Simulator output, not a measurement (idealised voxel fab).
This section sets out a process module, namely voxel self aligned vias.
FYI the section here is cut, 285 nm wide, cells are 5 nm squares.
Cross-section = grid of square cells, listed top down in bands; band = one or more rows. Per band: top height and bottom height in nm, followed by the left-to-right materials and their widths in nm; "throughout" marks a single material spanning edge to edge, "blank" marks empty space. Measure heights from 0. That's the level where, below it, the as-received wafer is all one material. The lowest band is bottomless and extends downward; write it as in "z 0 and below". The expression "30 to 40" gives the width at the extremes of the band, the first number at its top row of cells and the second at its bottom row, with the width changing by equal amounts from each row to the next in between. "no alteration", as given for a step, is the statement that not any cell of the cross-section underwent a change during that step. "Closed void entries" means: voids of 8 cells or more that are shut off from the top with no open way through. Written width x height at distance, distance from the left edge, in nm. If you see something after the settings on a step's line, that's the simulator's own remark about that step. overlay nm: mask right of planned place by this much (step with mask). Neg. = left.
### Process steps (planned)
step 1: RECEIVE (material Si)
step 2: CONFORMAL_DEP (material SiO2; thk nm 15)
step 3: CONFORMAL_DEP (material SiCN; thk nm 5)
step 4: DIRECTIONAL_DEP (material lowk; thk nm 25)
step 5: PATTERN (tone open; mask id LINES; material resist; width nm 30; pitch nm 70; thk nm 20; overlay nm 0)
step 6: DIRECTIONAL_ETCH (etch materials lowk; depth nm 25)
step 7: STRIP (etch materials resist)
step 8: CONFORMAL_DEP (material TiN; thk nm 5)
step 9: FILL_DEP (material Ru; thk nm 10)
step 10: CMP (height nm 45)
step 11: SELECTIVE_ETCH (etch materials W Ru TiN; depth nm 5)
step 12: FILL_DEP (material SiN; thk nm 10)
step 13: CMP (height nm 45)
step 14: DIRECTIONAL_DEP (material lowk; thk nm 20)
step 15: PATTERN (tone open; mask id VIAS; material resist; width nm 40; pitch nm 70; thk nm 15; overlay nm 0)
step 16: DIRECTIONAL_ETCH (etch materials lowk; depth nm 20)
step 17: DIRECTIONAL_ETCH (etch materials SiN; depth nm 5)
step 18: STRIP (etch materials resist)
step 19: CONFORMAL_DEP (material TiN; thk nm 5)
step 20: FILL_DEP (material Cu; thk nm 10)
step 21: CMP (height nm 65)
step 22: CONFORMAL_DEP (material SiN; thk nm 5)
### Delivered wafer in cross-section: state after step 1
- z 0 and below | Si throughout
- Closed void entries: none
### Cross-section taken at module completion on the first of two wafers; processed per the plan
- z 70 to 65 | SiN throughout
- z 65 to 50 | lowk: 85; TiN: 5; Cu: 30; TiN: 5; lowk: 30; TiN: 5; Cu: 30; TiN: 5; lowk: 90
- z 50 to 45 | lowk: 85; TiN: 10; Cu: 20; TiN: 10; lowk: 30; TiN: 10; Cu: 20; TiN: 10; lowk: 90
- z 45 to 40 | lowk: 90; TiN: 30; lowk: 40; TiN: 30; lowk: 95
- z 40 to 25 | lowk: 90; TiN: 5; Ru: 20; TiN: 5; lowk: 40; TiN: 5; Ru: 20; TiN: 5; lowk: 95
- z 25 to 20 | lowk: 90; TiN: 30; lowk: 40; TiN: 30; lowk: 95
- z 20 to 15 | SiCN throughout
- z 15 to 0 | SiO2 throughout
- z 0 and below | Si throughout
- Closed void entries: none
### Wafer two, end of module, cross-section. Same start, same plan as wafer one. One mistake in the run
- z 70 to 65 | SiN throughout
- z 65 to 50 | lowk: 85; TiN: 5; Cu: 30; TiN: 5; lowk: 30; TiN: 5; Cu: 30; TiN: 5; lowk: 90
- z 50 to 45 | lowk: 85; TiN: 10; Cu: 20; TiN: 10; lowk: 30; TiN: 10; Cu: 20; TiN: 10; lowk: 90
- z 45 to 35 | lowk: 90; TiN: 30; lowk: 40; TiN: 30; lowk: 95
- z 35 to 30 | SiCN throughout
- z 30 to 0 | SiO2 throughout
- z 0 and below | Si throughout
- Closed void entries: none
The mistake made against the process plan was this: in the plan, step 2 was performed twice
Final wafer comparison in cells, second versus first, more or fewer per material: Ru: 24 fewer, SiO2: 171 more, TiN: 12 fewer, lowk: 135 fewer
